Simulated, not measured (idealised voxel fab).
process module | voxel trench capacitor
cross-section cut | 230 nm wide | cells 5 nm
A cross-section is a grid of square cells, given in bands from the top down. A band is one or more rows of cells.
Each band's line starts with the height of the band's top and of its bottom, in nm. Then come its materials from left to right, each with its width in nm. One material with "throughout" fills the band from edge to edge. "air" is empty space.
Height 0 is the level under which the wafer as received is all one material. The lowest band goes on downwards, as in "0 down".
A width such as "30 to 40" changes by the same amount from each row of cells to the next, from the band's top row to its bottom row.
"no change" after a step means that no cell of the cross-section changed.
closed voids: empty space of 8 cells or more with no open way to the top, each as width x height at its distance from the left edge, in nm
after a step's settings: what the simulator itself notes on the step
overlay nm, on a step with a mask: how far to the right of its planned place the mask lay; to the left if negative
plan
1 op RECEIVE | material Si
2 op CONFORMAL_DEP | material SiN | thk nm 10
3 op MASKED_ETCH | tone open | mask id TRENCH | width nm 20 | pitch nm 45 | etch materials SiN | depth nm 10 | overlay nm 0
4 op MASKED_ETCH | tone open | mask id TRENCH | width nm 20 | pitch nm 45 | etch materials Si | depth nm 25 | overlay nm 0
5 op CONFORMAL_DEP | material SiO2 | thk nm 5
6 op FILL_DEP | material polySi | thk nm 10
7 op CMP | height nm 10
as received, after step 1
  0 down: Si throughout
  closed voids: none
a wafer at the end: this start, this plan, one mistake
  10 to 0: SiN 55 | SiO2 5 to 10 | polySi 20 to 10 | SiO2 5 to 10 | SiN 15 | SiO2 5 to 10 | polySi 20 to 10 | SiO2 5 to 10 | SiN 15 | SiO2 5 to 10 | polySi 20 to 10 | SiO2 5 to 10 | SiN 55
  0 to -20: Si 60 | SiO2 5 | polySi 10 | SiO2 5 | Si 25 | SiO2 5 | polySi 10 | SiO2 5 | Si 25 | SiO2 5 | polySi 10 | SiO2 5 | Si 60
  -20 to -25: Si 60 | SiO2 20 | Si 25 | SiO2 20 | Si 25 | SiO2 20 | Si 60
  -25 down: Si throughout
  closed voids: none
what went wrong: step 3 ran as: op MASKED_ETCH | tone open | mask id TRENCH | width nm 30 | pitch nm 45 | etch materials SiN | depth nm 10 | overlay nm 0
